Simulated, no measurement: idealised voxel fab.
Proc. module: voxel self aligned contacts
Pictured: cross-section cut, 260 nm wide, on a grid of 5 nm square cells.
Cross-section spec: square-cell grid; bands listed top down; each band is one or more rows. Top height, bottom height, nm. Materials left to right, width each, nm. Single material + "all across" = fills band edge to edge. "blank" = empty. Heights are expressed relative to 0, this being the level below which the as-received wafer comprises one material exclusively. The lowest band is unbounded in the downward direction and is denoted as in "0 and below". Top row gets the first number, bottom row gets the second, and each row in between changes by the same step: that is how a band width like "30 to 40" works. "no alteration" (step): cross-section cells unchanged, all of them. Listed in "Cavities, closed": every empty space of 8 or more cells without an open way to the top. Form: width x height at distance, the distance being from the left edge, all in nm. Anything after a step's settings on that line? It's the simulator's own note about the step. overlay nm: right-of-plan distance of the mask on a masked step; negative values mean left-of-plan.

plan:
step 1: RECEIVE [material Si]
step 2: OXIDIZE [depth nm 5]
step 3: DIRECTIONAL_DEP [material polySi] [thk nm 20]
step 4: DIRECTIONAL_DEP [material SiN] [thk nm 20]
step 5: PATTERN [tone cover] [mask id GATE] [material resist] [width nm 35] [pitch nm 60] [thk nm 15] [overlay nm 0]
step 6: DIRECTIONAL_ETCH [etch materials SiN] [depth nm 20]
step 7: DIRECTIONAL_ETCH [etch materials polySi] [depth nm 20]
step 8: STRIP [etch materials resist]
step 9: CONFORMAL_DEP [material SiN] [thk nm 5]
step 10: DIRECTIONAL_ETCH [etch materials SiN] [depth nm 5]
step 11: FILL_DEP [material SiO2] [thk nm 15]
step 12: CMP [height nm 45]
step 13: PATTERN [tone open] [mask id CONTACT] [material resist] [width nm 45] [thk nm 15] [overlay nm 0]
step 14: DIRECTIONAL_ETCH [etch materials SiO2] [depth nm 50]
step 15: STRIP [etch materials resist]
step 16: CONFORMAL_DEP [material TiN] [thk nm 5]
step 17: FILL_DEP [material Ru] [thk nm 5]
step 18: CMP [height nm 45]
step 19: CONFORMAL_DEP [material SiCN] [thk nm 5]

Cross-section of the wafer as it came to us, i.e., already through step 1:
	0 and below = Si all across
	Cavities, closed: none

This is how the wafer looks in cross-section once the module is done, given the starting state and plan above and one mistake in carrying the plan out:
	50 down to 45 = SiCN all across
	45 down to 30 = SiO2: 75, SiN: 45, TiN: 5, Ru: 5, TiN: 5, SiN: 45, SiO2: 80
	30 down to 15 = SiO2: 75, SiN: 5, polySi: 35, SiN: 5, TiN: 5, Ru: 5, TiN: 5, SiN: 5, polySi: 35, SiN: 5, SiO2: 80
	15 down to 10 = SiO2: 75, SiN: 5, polySi: 35, SiN: 5, TiN: 15, SiN: 5, polySi: 35, SiN: 5, SiO2: 80
	10 down to 0 = polySi all across
	0 down to -5 = SiO2 all across
	-5 and below = Si all across
	Cavities, closed: none
Deviation noted in wafer processing: so step 3 ended up running with a different setting than we planned, it ran as DIRECTIONAL_DEP [material polySi] [thk nm 30]
